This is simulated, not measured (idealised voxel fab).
Herein follows the process module entitled voxel quadruple lines.
Each square cell in cross-section cut measures 5 nm, and the section as a whole is 300 nm wide.
Cross-sections here: square-cell grids, written as top-down lists of bands, a band being one or more rows of cells. Per band: top height and bottom height in nm, followed by the left-to-right materials and their widths in nm; "all across" marks a single material spanning edge to edge, "empty" marks empty space. For the purposes of this specification, 0 denotes the height below which the wafer in its as-received condition is composed wholly of one material, and the lowermost band, lacking a lower limit, extends downward without end, as expressed in "0 nm and below". With a width like "30 to 40", each row of cells in the band differs from the next by the same amount, the top row carrying the first number and the bottom row the second. Basically "no alterations made" means that step didn't change any cell in the cross-section. "Sealed void inventory" lists enclosed empty spaces (at least 8 cells, no open path upward to the top), each as width x height at distance from the left edge, in nm. It should be noted that, on the line of a given step, the content following the step's settings is a remark produced by the simulator itself with respect to that step. The setting "overlay nm" may be written on the line of a step. When the step uses a mask, the value reports how far to the right of the planned place the mask lay, and a negative value reports that it lay to the left.
## List of planned process steps
1 RECEIVE | material Si
2 CONFORMAL_DEP | material Al2O3 | thk nm 5
3 DIRECTIONAL_DEP | material W | thk nm 10
4 DIRECTIONAL_DEP | material polySi | thk nm 15
5 DIRECTIONAL_DEP | material aC | thk nm 25
6 PATTERN | tone cover | mask id MANDREL | material resist | width nm 30 | pitch nm 80 | thk nm 30 | overlay nm 0
7 DIRECTIONAL_ETCH | etch materials aC | depth nm 25
8 STRIP | etch materials resist
9 CONFORMAL_DEP | material SiO2 | thk nm 10
10 DIRECTIONAL_ETCH | etch materials SiO2 | depth nm 10
11 STRIP | etch materials aC
12 DIRECTIONAL_ETCH | etch materials polySi | depth nm 15
13 STRIP | etch materials SiO2
14 CONFORMAL_DEP | material SiN | thk nm 10
15 DIRECTIONAL_ETCH | etch materials SiN | depth nm 10
16 STRIP | etch materials polySi
17 DIRECTIONAL_ETCH | etch materials W | depth nm 10
18 STRIP | etch materials SiN
## Of two wafers, the first: run according to plan
## Cross-sectional view of the wafer in its as-received condition, corresponding to the state after step 1
	0 nm and below = Si all across
	Sealed void inventory: none
## Wafer xsec, post step 2
	5 nm to 0 nm = Al2O3 all across
	Lower than 0, everything is as it was.
## Wafer xsec, post step 3
	15 nm to 5 nm = W all across
	Lower than 5, everything is as it was.
## Wafer xsec, post step 4
	30 nm to 15 nm = polySi all across
	Lower than 15, everything is as it was.
## Wafer xsec, post step 5
	55 nm to 30 nm = aC all across
	Lower than 30, everything is as it was.
## Wafer xsec, post step 6
	85 nm to 55 nm = 95 of empty / 30 of resist / 50 of empty / 30 of resist / 95 of empty
	Lower than 55, everything is as it was.
## Wafer xsec, post step 7
	60 nm to 55 nm = 95 of empty / 30 of resist / 50 of empty / 30 of resist / 95 of empty
	55 nm to 30 nm = 95 of empty / 30 of aC / 50 of empty / 30 of aC / 95 of empty
	Lower than 30, everything is as it was.
## Wafer xsec, post step 8
	55 nm to 30 nm = 95 of empty / 30 of aC / 50 of empty / 30 of aC / 95 of empty
	Lower than 30, everything is as it was.
## Wafer xsec, post step 9
	65 nm to 55 nm = 85 of empty / 50 of SiO2 / 30 of empty / 50 of SiO2 / 85 of empty
	55 nm to 40 nm = 85 of empty / 10 of SiO2 / 30 of aC / 10 of SiO2 / 30 of empty / 10 of SiO2 / 30 of aC / 10 of SiO2 / 85 of empty
	40 nm to 30 nm = 95 of SiO2 / 30 of aC / 50 of SiO2 / 30 of aC / 95 of SiO2
	Lower than 30, everything is as it was.
## Wafer xsec, post step 10
	55 nm to 30 nm = 85 of empty / 10 of SiO2 / 30 of aC / 10 of SiO2 / 30 of empty / 10 of SiO2 / 30 of aC / 10 of SiO2 / 85 of empty
	Lower than 30, everything is as it was.
## Wafer xsec, post step 11
	55 nm to 30 nm = 85 of empty / 10 of SiO2 / 30 of empty / 10 of SiO2 / 30 of empty / 10 of SiO2 / 30 of empty / 10 of SiO2 / 85 of empty
	Lower than 30, everything is as it was.
## Wafer xsec, post step 12
	55 nm to 30 nm = 85 of empty / 10 of SiO2 / 30 of empty / 10 of SiO2 / 30 of empty / 10 of SiO2 / 30 of empty / 10 of SiO2 / 85 of empty
	30 nm to 15 nm = 85 of empty / 10 of polySi / 30 of empty / 10 of polySi / 30 of empty / 10 of polySi / 30 of empty / 10 of polySi / 85 of empty
	Lower than 15, everything is as it was.
## Wafer xsec, post step 13
	30 nm to 15 nm = 85 of empty / 10 of polySi / 30 of empty / 10 of polySi / 30 of empty / 10 of polySi / 30 of empty / 10 of polySi / 85 of empty
	Lower than 15, everything is as it was.
## Wafer xsec, post step 14
	40 nm to 30 nm = 75 of empty / 30 of SiN / 10 of empty / 30 of SiN / 10 of empty / 30 of SiN / 10 of empty / 30 of SiN / 75 of empty
	30 nm to 25 nm = 75 of empty / 10 of SiN / 10 of polySi / 10 of SiN / 10 of empty / 10 of SiN / 10 of polySi / 10 of SiN / 10 of empty / 10 of SiN / 10 of polySi / 10 of SiN / 10 of empty / 10 of SiN / 10 of polySi / 10 of SiN / 75 of empty
	25 nm to 15 nm = 85 of SiN / 10 of polySi / 30 of SiN / 10 of polySi / 30 of SiN / 10 of polySi / 30 of SiN / 10 of polySi / 85 of SiN
	Lower than 15, everything is as it was.
## Wafer xsec, post step 15
	30 nm to 15 nm = 75 of empty / 10 of SiN / 10 of polySi / 10 of SiN / 10 of empty / 10 of SiN / 10 of polySi / 10 of SiN / 10 of empty / 10 of SiN / 10 of polySi / 10 of SiN / 10 of empty / 10 of SiN / 10 of polySi / 10 of SiN / 75 of empty
	Lower than 15, everything is as it was.
## Wafer xsec, post step 16
	30 nm to 15 nm = 75 of empty / 10 of SiN / 10 of empty / 10 of SiN / 10 of empty / 10 of SiN / 10 of empty / 10 of SiN / 10 of empty / 10 of SiN / 10 of empty / 10 of SiN / 10 of empty / 10 of SiN / 10 of empty / 10 of SiN / 75 of empty
	Lower than 15, everything is as it was.
## Wafer xsec, post step 17
	30 nm to 15 nm = 75 of empty / 10 of SiN / 10 of empty / 10 of SiN / 10 of empty / 10 of SiN / 10 of empty / 10 of SiN / 10 of empty / 10 of SiN / 10 of empty / 10 of SiN / 10 of empty / 10 of SiN / 10 of empty / 10 of SiN / 75 of empty
	15 nm to 5 nm = 75 of empty / 10 of W / 10 of empty / 10 of W / 10 of empty / 10 of W / 10 of empty / 10 of W / 10 of empty / 10 of W / 10 of empty / 10 of W / 10 of empty / 10 of W / 10 of empty / 10 of W / 75 of empty
	Lower than 5, everything is as it was.
## Wafer xsec, post step 18
	15 nm to 5 nm = 75 of empty / 10 of W / 10 of empty / 10 of W / 10 of empty / 10 of W / 10 of empty / 10 of W / 10 of empty / 10 of W / 10 of empty / 10 of W / 10 of empty / 10 of W / 10 of empty / 10 of W / 75 of empty
	Lower than 5, everything is as it was.
## It is to be noted that the second wafer proceeded from the same initial state and according to the same plan as the first, although one mistake was committed in its execution; through step 5, inclusive, the two wafers share an identical history
## Look at the second wafer in cross-section at the time step 6 ought to have finished
	85 nm to 55 nm = 100 of empty / 20 of resist / 60 of empty / 20 of resist / 100 of empty
	Lower than 55, everything is as it was.
## Look at the second wafer in cross-section at the time step 7 ought to have finished
	60 nm to 55 nm = 100 of empty / 20 of resist / 60 of empty / 20 of resist / 100 of empty
	55 nm to 30 nm = 100 of empty / 20 of aC / 60 of empty / 20 of aC / 100 of empty
	Lower than 30, everything is as it was.
## Look at the second wafer in cross-section at the time step 8 ought to have finished
	55 nm to 30 nm = 100 of empty / 20 of aC / 60 of empty / 20 of aC / 100 of empty
	Lower than 30, everything is as it was.
## Look at the second wafer in cross-section at the time step 9 ought to have finished
	65 nm to 55 nm = 90 of empty / 40 of SiO2 / 40 of empty / 40 of SiO2 / 90 of empty
	55 nm to 40 nm = 90 of empty / 10 of SiO2 / 20 of aC / 10 of SiO2 / 40 of empty / 10 of SiO2 / 20 of aC / 10 of SiO2 / 90 of empty
	40 nm to 30 nm = 100 of SiO2 / 20 of aC / 60 of SiO2 / 20 of aC / 100 of SiO2
	Lower than 30, everything is as it was.
## Look at the second wafer in cross-section at the time step 10 ought to have finished
	55 nm to 30 nm = 90 of empty / 10 of SiO2 / 20 of aC / 10 of SiO2 / 40 of empty / 10 of SiO2 / 20 of aC / 10 of SiO2 / 90 of empty
	Lower than 30, everything is as it was.
## Look at the second wafer in cross-section at the time step 11 ought to have finished
	55 nm to 30 nm = 90 of empty / 10 of SiO2 / 20 of empty / 10 of SiO2 / 40 of empty / 10 of SiO2 / 20 of empty / 10 of SiO2 / 90 of empty
	Lower than 30, everything is as it was.
## Look at the second wafer in cross-section at the time step 12 ought to have finished
	55 nm to 30 nm = 90 of empty / 10 of SiO2 / 20 of empty / 10 of SiO2 / 40 of empty / 10 of SiO2 / 20 of empty / 10 of SiO2 / 90 of empty
	30 nm to 15 nm = 90 of empty / 10 of polySi / 20 of empty / 10 of polySi / 40 of empty / 10 of polySi / 20 of empty / 10 of polySi / 90 of empty
	Lower than 15, everything is as it was.
## Look at the second wafer in cross-section at the time step 13 ought to have finished
	30 nm to 15 nm = 90 of empty / 10 of polySi / 20 of empty / 10 of polySi / 40 of empty / 10 of polySi / 20 of empty / 10 of polySi / 90 of empty
	Lower than 15, everything is as it was.
## Look at the second wafer in cross-section at the time step 14 ought to have finished
	40 nm to 30 nm = 80 of empty / 60 of SiN / 20 of empty / 60 of SiN / 80 of empty
	30 nm to 25 nm = 80 of empty / 10 of SiN / 10 of polySi / 20 of SiN / 10 of polySi / 10 of SiN / 20 of empty / 10 of SiN / 10 of polySi / 20 of SiN / 10 of polySi / 10 of SiN / 80 of empty
	25 nm to 15 nm = 90 of SiN / 10 of polySi / 20 of SiN / 10 of polySi / 40 of SiN / 10 of polySi / 20 of SiN / 10 of polySi / 90 of SiN
	Lower than 15, everything is as it was.
## Look at the second wafer in cross-section at the time step 15 ought to have finished
	30 nm to 15 nm = 80 of empty / 10 of SiN / 10 of polySi / 20 of SiN / 10 of polySi / 10 of SiN / 20 of empty / 10 of SiN / 10 of polySi / 20 of SiN / 10 of polySi / 10 of SiN / 80 of empty
	Lower than 15, everything is as it was.
## Look at the second wafer in cross-section at the time step 16 ought to have finished
	30 nm to 15 nm = 80 of empty / 10 of SiN / 10 of empty / 20 of SiN / 10 of empty / 10 of SiN / 20 of empty / 10 of SiN / 10 of empty / 20 of SiN / 10 of empty / 10 of SiN / 80 of empty
	Lower than 15, everything is as it was.
## Look at the second wafer in cross-section at the time step 17 ought to have finished
	30 nm to 15 nm = 80 of empty / 10 of SiN / 10 of empty / 20 of SiN / 10 of empty / 10 of SiN / 20 of empty / 10 of SiN / 10 of empty / 20 of SiN / 10 of empty / 10 of SiN / 80 of empty
	15 nm to 5 nm = 80 of empty / 10 of W / 10 of empty / 20 of W / 10 of empty / 10 of W / 20 of empty / 10 of W / 10 of empty / 20 of W / 10 of empty / 10 of W / 80 of empty
	Lower than 5, everything is as it was.
## Look at the second wafer in cross-section at the time step 18 ought to have finished
	15 nm to 5 nm = 80 of empty / 10 of W / 10 of empty / 20 of W / 10 of empty / 10 of W / 20 of empty / 10 of W / 10 of empty / 20 of W / 10 of empty / 10 of W / 80 of empty
	Lower than 5, everything is as it was.
Processing error: step 6: run off-plan, actual operation and settings PATTERN | tone cover | mask id MANDREL | material resist | width nm 20 | pitch nm 80 | thk nm 30 | overlay nm 0
Same inventory, different map: at the end, the second wafer holds as many cells of each material as the first, placed elsewhere.
